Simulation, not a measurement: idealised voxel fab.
The document below concerns the process module designated voxel transistor to metal.
FYI the section here is cut, 210 nm wide, cells are 5 nm squares.
A cross-section is written here as square cells arranged in a grid, and it is given in bands from the top down, each band taking up one or more rows of cells.
What a band's entry tells you: where the top is and where the bottom is, as heights in nm, and after that what lies inside, material by material from left to right, each with its width in nm. Empty space is written as the word "blank", and a single material marked with the word "everywhere" occupies the band from edge to edge.
It should be noted that heights are counted from 0, beneath which the wafer as supplied is of one material throughout, and that the lowest band possesses no lower boundary but continues downward, as written in "from 0 down".
Width spec "30 to 40" -> top row of cells at first value, bottom row at second value, equal per-row change in between.
Step note "nothing was modified" = no cross-section cell changed.
This entry, "Sealed void inventory", enumerates those empty regions of no fewer than 8 cells that possess no open connection to the top. Each region is reported in the form width x height at distance, the distance being taken from the left edge, with all three quantities expressed in nm.
What comes after the settings on a step's line is commentary from the simulator itself on that step.
A step's line can hold "overlay nm"; with a mask on that step, the setting says how far right of the planned place the mask lay, while a negative setting says it lay to the left.
## Process steps foreseen in the plan
1: RECEIVE | material Si
2: CONFORMAL_DEP | material SiO2 | thk nm 5
3: CONFORMAL_DEP | material SiN | thk nm 15
4: DIRECTIONAL_DEP | material aC | thk nm 10
5: PATTERN | tone cover | mask id ACTIVE | material resist | width nm 105 | thk nm 30 | overlay nm 0
6: DIRECTIONAL_ETCH | etch materials aC | depth nm 10
7: STRIP | etch materials resist
8: DIRECTIONAL_ETCH | etch materials SiN | depth nm 15
9: DIRECTIONAL_ETCH | etch materials SiO2 | depth nm 5
10: DIRECTIONAL_ETCH | etch materials Si | depth nm 25
11: STRIP | etch materials aC
12: OXIDIZE | depth nm 5
13: FILL_DEP | material SiO2 | thk nm 5
14: CMP | height nm 20
15: SELECTIVE_ETCH | etch materials SiO2 | depth nm 10
16: STRIP | etch materials SiN
17: SELECTIVE_ETCH | etch materials SiO2 | depth nm 5
18: OXIDIZE | depth nm 5
19: DIRECTIONAL_DEP | material polySi | thk nm 30
20: DIRECTIONAL_DEP | material SiCN | thk nm 15
21: MASKED_ETCH | tone cover | mask id GATE | width nm 25 | etch materials SiCN | depth nm 25 | overlay nm 0
22: MASKED_ETCH | tone cover | mask id GATE | width nm 25 | etch materials polySi | depth nm 40 | overlay nm 0
23: CONFORMAL_DEP | material SiO2 | thk nm 5
24: DIRECTIONAL_ETCH | etch materials SiO2 | depth nm 5
25: CONFORMAL_DEP | material SiN | thk nm 5
26: DIRECTIONAL_ETCH | etch materials SiN | depth nm 5
27: DIRECTIONAL_ETCH | etch materials SiO2 | depth nm 5
28: DIRECTIONAL_ETCH | etch materials Si | depth nm 5
29: EPI | material SiGe | thk nm 5
30: FILL_DEP | material SiO2 | thk nm 5
31: CMP | height nm 30
32: STRIP | etch materials polySi
33: SELECTIVE_ETCH | etch materials SiO2 | depth nm 5
34: CONFORMAL_DEP | material HfO2 | thk nm 5
35: CONFORMAL_DEP | material TiN | thk nm 5
36: FILL_DEP | material W | thk nm 10
37: CMP | height nm 25
38: DIRECTIONAL_DEP | material SiO2 | thk nm 15
39: DIRECTIONAL_DEP | material aC | thk nm 15
40: PATTERN | tone open | mask id CONTACT | material resist | width nm 20 | pitch nm 75 | thk nm 30 | overlay nm 0
41: DIRECTIONAL_ETCH | etch materials aC | depth nm 15
42: STRIP | etch materials resist
43: DIRECTIONAL_ETCH | etch materials SiO2 | depth nm 45
44: STRIP | etch materials aC
45: CONFORMAL_DEP | material TiN | thk nm 5
46: FILL_DEP | material W | thk nm 5
47: CMP | height nm 40
48: CONFORMAL_DEP | material SiN | thk nm 5
49: DIRECTIONAL_DEP | material SiO2 | thk nm 15
50: MASKED_ETCH | tone open | mask id METAL_1 | width nm 20 | pitch nm 75 | etch materials SiO2 | depth nm 15 | overlay nm 0
51: MASKED_ETCH | tone open | mask id METAL_1 | width nm 20 | pitch nm 75 | etch materials SiN | depth nm 5 | overlay nm 0
52: CONFORMAL_DEP | material TiN | thk nm 5
53: FILL_DEP | material Cu | thk nm 5
54: CMP | height nm 60
55: EPI | material Ru | thk nm 5
56: FILL_DEP | material SiCN | thk nm 5
## Step 1 complete: cross-section of the wafer as received
* from 0 down: Si everywhere
* Sealed void inventory: none
## The cross-section shown corresponds to the wafer at the conclusion of the module. The initial structure and the process plan are those presented above; however, one mistake occurred in executing the plan
* from 70 to 65: SiCN everywhere
* from 65 to 60: 50 of SiCN / 30 of Ru / 45 of SiCN / 30 of Ru / 55 of SiCN
* from 60 to 45: 55 of SiO2 / 5 of TiN / 10 of Cu / 5 of TiN / 55 of SiO2 / 5 of TiN / 10 of Cu / 5 of TiN / 60 of SiO2
* from 45 to 40: 55 of SiN / 20 of TiN / 55 of SiN / 20 of TiN / 60 of SiN
* from 40 to 30: 45 of SiO2 / 5 of TiN / 10 of W / 5 of TiN / 55 of SiO2 / 5 of TiN / 10 of W / 5 of TiN / 70 of SiO2
* from 30 to 25: 45 of SiO2 / 5 of TiN / 10 of W / 5 of TiN / 55 of SiO2 / 10 of TiN / 5 of W / 5 of TiN / 70 of SiO2
* from 25 to 10: 45 of SiO2 / 5 of TiN / 10 of W / 5 of TiN / 15 of SiO2 / 5 of SiN / 5 of HfO2 / 5 of TiN / 15 of W / 5 of TiN / 5 of HfO2 / 5 of SiN / 5 of TiN / 5 of W / 5 of TiN / 70 of SiO2
* from 10 to 5: 45 of SiO2 / 20 of TiN / 15 of SiO2 / 5 of SiN / 5 of HfO2 / 5 of TiN / 15 of W / 5 of TiN / 5 of HfO2 / 5 of SiN / 5 of TiN / 5 of W / 5 of TiN / 70 of SiO2
* from 5 to 0: 45 of SiO2 / 5 of TiN / 5 of SiN / 10 of TiN / 15 of SiO2 / 5 of SiN / 5 of HfO2 / 25 of TiN / 5 of HfO2 / 5 of SiN / 15 of TiN / 10 of SiO2 / 5 of SiN / 55 of SiO2
* from 0 to -5: 45 of SiO2 / 5 of TiN / 5 of SiO2 / 10 of TiN / 10 of SiO2 / 5 of SiGe / 5 of SiO2 / 35 of HfO2 / 5 of SiO2 / 5 of SiGe / 10 of TiN / 70 of SiO2
* from -5 to -10: 55 of SiO2 / 25 of SiGe / 45 of Si / 25 of SiGe / 60 of SiO2
* from -10 to -30: 55 of SiO2 / 95 of Si / 60 of SiO2
* from -30 down: Si everywhere
* Sealed void inventory: none
It is concluded that the wafer was processed incorrectly with respect to the plan, in that step 40 was not run as planned; what actually ran was PATTERN | tone open | mask id CONTACT | material resist | width nm 20 | pitch nm 75 | thk nm 30 | overlay nm -10
